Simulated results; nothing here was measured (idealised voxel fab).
process module | voxel lift off
cross-section cut | 195 nm wide | cells 5 nm
A cross-section is a grid of square cells, given in bands from the top down. A band is one or more rows of cells.
Each band's line starts with the height of the band's top and of its bottom, in nm. Then come its materials from left to right, each with its width in nm. One material with "throughout" fills the band from edge to edge. "air" is empty space.
Height 0 is the level under which the wafer as received is all one material. The lowest band goes on downwards, as in "0 down".
A width such as "30 to 40" changes by the same amount from each row of cells to the next, from the band's top row to its bottom row.
"no change" after a step means that no cell of the cross-section changed.
closed voids: empty space of 8 cells or more with no open way to the top, each as width x height at its distance from the left edge, in nm
after a step's settings: what the simulator itself notes on the step
overlay nm, on a step with a mask: how far to the right of its planned place the mask lay; to the left if negative
plan
1 op RECEIVE | material Si
2 op CONFORMAL_DEP | material Al2O3 | thk nm 15
3 op PATTERN | tone open | mask id LINES | material resist | width nm 15 | pitch nm 45 | thk nm 30 | overlay nm 0
4 op DIRECTIONAL_DEP | material Ru | thk nm 15
5 op STRIP | etch materials resist
6 op CONFORMAL_DEP | material SiN | thk nm 5
first wafer, as planned
as received, after step 1
  0 down: Si throughout
  closed voids: none
after step 2
  15 to 0: Al2O3 throughout
  below 0: unchanged
after step 3
  45 to 15: resist 20 | air 15 | resist 30 | air 15 | resist 30 | air 15 | resist 30 | air 15 | resist 25
  below 15: unchanged
after step 4
  60 to 45: Ru 20 | air 15 | Ru 30 | air 15 | Ru 30 | air 15 | Ru 30 | air 15 | Ru 25
  45 to 30: resist 20 | air 15 | resist 30 | air 15 | resist 30 | air 15 | resist 30 | air 15 | resist 25
  30 to 15: resist 20 | Ru 15 | resist 30 | Ru 15 | resist 30 | Ru 15 | resist 30 | Ru 15 | resist 25
  below 15: unchanged
after step 5
  30 to 15: air 20 | Ru 15 | air 30 | Ru 15 | air 30 | Ru 15 | air 30 | Ru 15 | air 25
  below 15: unchanged
after step 6
  35 to 30: air 15 | SiN 25 | air 20 | SiN 25 | air 20 | SiN 25 | air 20 | SiN 25 | air 20
  30 to 20: air 15 | SiN 5 | Ru 15 | SiN 5 | air 20 | SiN 5 | Ru 15 | SiN 5 | air 20 | SiN 5 | Ru 15 | SiN 5 | air 20 | SiN 5 | Ru 15 | SiN 5 | air 20
  20 to 15: SiN 20 | Ru 15 | SiN 30 | Ru 15 | SiN 30 | Ru 15 | SiN 30 | Ru 15 | SiN 25
  below 15: unchanged
second wafer: like start, like plan, one mistake. Through step 2 it matches the first wafer
when step 3 should have ended
  45 to 15: air 20 | resist 15 | air 30 | resist 15 | air 30 | resist 15 | air 30 | resist 15 | air 25
  below 15: unchanged
when step 4 should have ended
  60 to 45: air 20 | Ru 15 | air 30 | Ru 15 | air 30 | Ru 15 | air 30 | Ru 15 | air 25
  45 to 30: air 20 | resist 15 | air 30 | resist 15 | air 30 | resist 15 | air 30 | resist 15 | air 25
  30 to 15: Ru 20 | resist 15 | Ru 30 | resist 15 | Ru 30 | resist 15 | Ru 30 | resist 15 | Ru 25
  below 15: unchanged
when step 5 should have ended
  30 to 15: Ru 20 | air 15 | Ru 30 | air 15 | Ru 30 | air 15 | Ru 30 | air 15 | Ru 25
  below 15: unchanged
when step 6 should have ended
  35 to 30: SiN 25 | air 5 | SiN 40 | air 5 | SiN 40 | air 5 | SiN 40 | air 5 | SiN 30
  30 to 20: Ru 20 | SiN 5 | air 5 | SiN 5 | Ru 30 | SiN 5 | air 5 | SiN 5 | Ru 30 | SiN 5 | air 5 | SiN 5 | Ru 30 | SiN 5 | air 5 | SiN 5 | Ru 25
  20 to 15: Ru 20 | SiN 15 | Ru 30 | SiN 15 | Ru 30 | SiN 15 | Ru 30 | SiN 15 | Ru 25
  below 15: unchanged
what went wrong: step 3 ran as: op PATTERN | tone cover | mask id LINES | material resist | width nm 15 | pitch nm 45 | thk nm 30 | overlay nm 0
at the end the second wafer has, in cells: 45 more of Ru
